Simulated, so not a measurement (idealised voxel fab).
process module | voxel ribs on slabs
cross-section cut | 145 nm wide | cells 5 nm
A cross-section is a grid of square cells, given in bands from the top down. A band is one or more rows of cells.
Each band's line starts with the height of the band's top and of its bottom, in nm. Then come its materials from left to right, each with its width in nm. One material with "throughout" fills the band from edge to edge. "air" is empty space.
Height 0 is the level under which the wafer as received is all one material. The lowest band goes on downwards, as in "0 down".
A width such as "30 to 40" changes by the same amount from each row of cells to the next, from the band's top row to its bottom row.
"no change" after a step means that no cell of the cross-section changed.
closed voids: empty space of 8 cells or more with no open way to the top, each as width x height at its distance from the left edge, in nm
after a step's settings: what the simulator itself notes on the step
overlay nm, on a step with a mask: how far to the right of its planned place the mask lay; to the left if negative
plan
1 op RECEIVE | material Si
2 op DIRECTIONAL_DEP | material SiO2 | thk nm 30
3 op DIRECTIONAL_DEP | material polySi | thk nm 25
4 op PATTERN | tone cover | mask id RIB | material resist | width nm 30 | thk nm 15 | overlay nm 0
5 op DIRECTIONAL_ETCH | etch materials polySi | depth nm 20
6 op STRIP | etch materials resist
7 op DIRECTIONAL_DEP | material aC | thk nm 10
8 op PATTERN | tone cover | mask id SLAB | material resist | width nm 80 | thk nm 30 | overlay nm 0
9 op DIRECTIONAL_ETCH | etch materials aC | depth nm 10
10 op STRIP | etch materials resist
11 op DIRECTIONAL_ETCH | etch materials polySi | depth nm 5
12 op STRIP | etch materials aC
13 op FILL_DEP | material SiO2 | thk nm 25
14 op CMP | height nm 70
15 op DIRECTIONAL_DEP | material W | thk nm 5
16 op MASKED_ETCH | tone cover | mask id HEATER | width nm 40 | etch materials W | depth nm 5 | overlay nm 0
17 op CONFORMAL_DEP | material SiN | thk nm 5
as received, after step 1
  0 down: Si throughout
  closed voids: none
first wafer at the end, as planned
  80 to 75: air 45 | SiN 50 | air 50
  75 to 70: SiN 50 | W 40 | SiN 55
  70 to 55: SiO2 throughout
  55 to 35: SiO2 55 | polySi 30 | SiO2 60
  35 to 30: SiO2 30 | polySi 80 | SiO2 35
  30 to 0: SiO2 throughout
  0 down: Si throughout
  closed voids: none
second wafer at the end: like start, like plan, one mistake
  80 to 75: air 45 | SiN 50 | air 50
  75 to 70: SiN 50 | W 40 | SiN 55
  70 to 55: SiO2 throughout
  55 to 50: SiO2 30 | polySi 25 | SiO2 30 | polySi 25 | SiO2 35
  50 to 35: polySi 55 | SiO2 30 | polySi 60
  35 to 30: polySi throughout
  30 to 0: SiO2 throughout
  0 down: Si throughout
  closed voids: none
what went wrong: step 4 ran as: op PATTERN | tone open | mask id RIB | material resist | width nm 30 | thk nm 15 | overlay nm 0
at the end the second wafer has, in cells: 68 fewer of SiO2 | 68 more of polySi
